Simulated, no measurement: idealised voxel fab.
process module | voxel transistor to metal
cross-section cut | 240 nm wide | cells 5 nm
A cross-section is a grid of square cells, given in bands from the top down. A band is one or more rows of cells.
Each band's line starts with the height of the band's top and of its bottom, in nm. Then come its materials from left to right, each with its width in nm. One material with "throughout" fills the band from edge to edge. "air" is empty space.
Height 0 is the level under which the wafer as received is all one material. The lowest band goes on downwards, as in "0 down".
A width such as "30 to 40" changes by the same amount from each row of cells to the next, from the band's top row to its bottom row.
"no change" after a step means that no cell of the cross-section changed.
closed voids: empty space of 8 cells or more with no open way to the top, each as width x height at its distance from the left edge, in nm
after a step's settings: what the simulator itself notes on the step
overlay nm, on a step with a mask: how far to the right of its planned place the mask lay; to the left if negative
plan
1 op RECEIVE | material Si
2 op CONFORMAL_DEP | material SiO2 | thk nm 5
3 op CONFORMAL_DEP | material SiN | thk nm 15
4 op PATTERN | tone cover | mask id ACTIVE | material resist | width nm 95 | pitch nm 115 | thk nm 15 | overlay nm 0
5 op DIRECTIONAL_ETCH | etch materials SiN | depth nm 15
6 op DIRECTIONAL_ETCH | etch materials SiO2 | depth nm 5
7 op DIRECTIONAL_ETCH | etch materials Si | depth nm 35
8 op STRIP | etch materials resist
9 op OXIDIZE | depth nm 5
10 op FILL_DEP | material SiO2 | thk nm 5
11 op CMP | height nm 20
12 op SELECTIVE_ETCH | etch materials SiO2 | depth nm 10
13 op STRIP | etch materials SiN
14 op SELECTIVE_ETCH | etch materials SiO2 | depth nm 5
15 op OXIDIZE | depth nm 5
16 op DIRECTIONAL_DEP | material polySi | thk nm 20
17 op DIRECTIONAL_DEP | material SiCN | thk nm 15
18 op DIRECTIONAL_DEP | material aC | thk nm 15
19 op PATTERN | tone cover | mask id GATE | material resist | width nm 15 | pitch nm 115 | thk nm 30 | overlay nm 0
20 op DIRECTIONAL_ETCH | etch materials aC | depth nm 15
21 op STRIP | etch materials resist
22 op DIRECTIONAL_ETCH | etch materials SiCN | depth nm 25
23 op DIRECTIONAL_ETCH | etch materials polySi | depth nm 30
24 op STRIP | etch materials aC
25 op CONFORMAL_DEP | material SiN | thk nm 10
26 op DIRECTIONAL_ETCH | etch materials SiN | depth nm 10
27 op DIRECTIONAL_ETCH | etch materials SiO2 | depth nm 5
28 op DIRECTIONAL_ETCH | etch materials Si | depth nm 10
29 op EPI | material pSi | thk nm 10
30 op FILL_DEP | material SiO2 | thk nm 10
31 op CMP | height nm 35
32 op DIRECTIONAL_DEP | material SiO2 | thk nm 10
33 op PATTERN | tone open | mask id CONTACT | material resist | width nm 30 | thk nm 15 | overlay nm 0
34 op DIRECTIONAL_ETCH | etch materials SiO2 | depth nm 50
35 op STRIP | etch materials resist
36 op CONFORMAL_DEP | material TiN | thk nm 5
37 op FILL_DEP | material Ru | thk nm 5
38 op CMP | height nm 45
39 op DIRECTIONAL_DEP | material TiN | thk nm 5
40 op DIRECTIONAL_DEP | material W | thk nm 15
41 op MASKED_ETCH | tone cover | mask id METAL_1 | width nm 15 | etch materials W | depth nm 15 | overlay nm 0
42 op MASKED_ETCH | tone cover | mask id METAL_1 | width nm 15 | etch materials TiN | depth nm 5 | overlay nm 0
43 op FILL_DEP | material SiO2 | thk nm 5
44 op CMP | height nm 65
45 op CONFORMAL_DEP | material SiN | thk nm 5
varied across the wafers: width nm of step 42. The plan shows the first wafer's value. All wafers start alike
first wafer as received, after step 1
  0 down: Si throughout
  closed voids: none
first wafer at the end, after step 45
  70 to 65: SiN throughout
  65 to 50: SiO2 20 | W 15 | SiO2 55 | W 15 | SiO2 30 | W 15 | SiO2 55 | W 15 | SiO2 20
  50 to 45: SiO2 20 | TiN 15 | SiO2 55 | TiN 15 | SiO2 30 | TiN 15 | SiO2 55 | TiN 15 | SiO2 20
  45 to 35: SiO2 20 | TiN 5 | Ru 20 to 15 | TiN 5 to 10 | SiO2 25 | TiN 5 to 10 | Ru 20 to 15 | TiN 5 | SiO2 30 | TiN 5 | Ru 20 to 15 | TiN 5 to 10 | SiO2 25 | TiN 5 to 10 | Ru 20 to 15 | TiN 5 | SiO2 20
  35 to 20: SiO2 20 | TiN 5 | Ru 15 | TiN 5 | SiN 10 | SiCN 15 | SiN 10 | TiN 5 | Ru 15 | TiN 5 | SiO2 30 | TiN 5 | Ru 15 | TiN 5 | SiN 10 | SiCN 15 | SiN 10 | TiN 5 | Ru 15 | TiN 5 | SiO2 20
  20 to 10: SiO2 20 | TiN 5 | Ru 15 | TiN 5 | SiN 10 | polySi 15 | SiN 10 | TiN 5 | Ru 15 | TiN 5 | SiO2 30 | TiN 5 | Ru 15 | TiN 5 | SiN 10 | polySi 15 | SiN 10 | TiN 5 | Ru 15 | TiN 5 | SiO2 20
  10 to 5: SiO2 20 | TiN 5 | Ru 5 | TiN 15 | SiN 10 | polySi 15 | SiN 10 | TiN 15 | Ru 5 | TiN 5 | SiO2 30 | TiN 5 | Ru 5 | TiN 15 | SiN 10 | polySi 15 | SiN 10 | TiN 15 | Ru 5 | TiN 5 | SiO2 20
  5 to 0: SiO2 10 | SiN 10 | TiN 5 | Ru 5 | TiN 5 | pSi 10 | SiN 10 | polySi 15 | SiN 10 | pSi 10 | TiN 5 | Ru 5 | TiN 5 | SiN 10 | SiO2 10 | SiN 10 | TiN 5 | Ru 5 | TiN 5 | pSi 10 | SiN 10 | polySi 15 | SiN 10 | pSi 10 | TiN 5 | Ru 5 | TiN 5 | SiN 10 | SiO2 10
  0 to -5: SiO2 20 | TiN 15 | pSi 10 | SiO2 35 | pSi 10 | TiN 15 | SiO2 30 | TiN 15 | pSi 10 | SiO2 35 | pSi 10 | TiN 15 | SiO2 20
  -5 to -15: SiO2 20 | pSi 25 | Si 35 | pSi 25 | SiO2 30 | pSi 25 | Si 35 | pSi 25 | SiO2 20
  -15 to -40: SiO2 20 | Si 85 | SiO2 30 | Si 85 | SiO2 20
  -40 down: Si throughout
  closed voids: none
last wafer at the end
  70 to 65: SiN throughout
  65 to 50: SiO2 20 | W 15 | SiO2 55 | W 15 | SiO2 30 | W 15 | SiO2 55 | W 15 | SiO2 20
  50 to 45: SiO2 15 | TiN 25 | SiO2 45 | TiN 25 | SiO2 20 | TiN 25 | SiO2 45 | TiN 25 | SiO2 15
  45 to 35: SiO2 20 | TiN 5 | Ru 20 to 15 | TiN 5 to 10 | SiO2 25 | TiN 5 to 10 | Ru 20 to 15 | TiN 5 | SiO2 30 | TiN 5 | Ru 20 to 15 | TiN 5 to 10 | SiO2 25 | TiN 5 to 10 | Ru 20 to 15 | TiN 5 | SiO2 20
  35 to 20: SiO2 20 | TiN 5 | Ru 15 | TiN 5 | SiN 10 | SiCN 15 | SiN 10 | TiN 5 | Ru 15 | TiN 5 | SiO2 30 | TiN 5 | Ru 15 | TiN 5 | SiN 10 | SiCN 15 | SiN 10 | TiN 5 | Ru 15 | TiN 5 | SiO2 20
  20 to 10: SiO2 20 | TiN 5 | Ru 15 | TiN 5 | SiN 10 | polySi 15 | SiN 10 | TiN 5 | Ru 15 | TiN 5 | SiO2 30 | TiN 5 | Ru 15 | TiN 5 | SiN 10 | polySi 15 | SiN 10 | TiN 5 | Ru 15 | TiN 5 | SiO2 20
  10 to 5: SiO2 20 | TiN 5 | Ru 5 | TiN 15 | SiN 10 | polySi 15 | SiN 10 | TiN 15 | Ru 5 | TiN 5 | SiO2 30 | TiN 5 | Ru 5 | TiN 15 | SiN 10 | polySi 15 | SiN 10 | TiN 15 | Ru 5 | TiN 5 | SiO2 20
  5 to 0: SiO2 10 | SiN 10 | TiN 5 | Ru 5 | TiN 5 | pSi 10 | SiN 10 | polySi 15 | SiN 10 | pSi 10 | TiN 5 | Ru 5 | TiN 5 | SiN 10 | SiO2 10 | SiN 10 | TiN 5 | Ru 5 | TiN 5 | pSi 10 | SiN 10 | polySi 15 | SiN 10 | pSi 10 | TiN 5 | Ru 5 | TiN 5 | SiN 10 | SiO2 10
  0 to -5: SiO2 20 | TiN 15 | pSi 10 | SiO2 35 | pSi 10 | TiN 15 | SiO2 30 | TiN 15 | pSi 10 | SiO2 35 | pSi 10 | TiN 15 | SiO2 20
  -5 to -15: SiO2 20 | pSi 25 | Si 35 | pSi 25 | SiO2 30 | pSi 25 | Si 35 | pSi 25 | SiO2 20
  -15 to -40: SiO2 20 | Si 85 | SiO2 30 | Si 85 | SiO2 20
  -40 down: Si throughout
  closed voids: none
each wafer at the end: cells of each material gained (+) or lost (-) since it was received, then its closed voids
width nm 15 | +96 Ru | -186 Si | +18 SiCN | +112 SiN | +408 SiO2 | +108 TiN | +36 W | +56 pSi | +24 polySi | closed voids: none
width nm 20 | +96 Ru | -186 Si | +18 SiCN | +112 SiN | +404 SiO2 | +112 TiN | +36 W | +56 pSi | +24 polySi | closed voids: none
width nm 25 | +96 Ru | -186 Si | +18 SiCN | +112 SiN | +400 SiO2 | +116 TiN | +36 W | +56 pSi | +24 polySi | closed voids: none
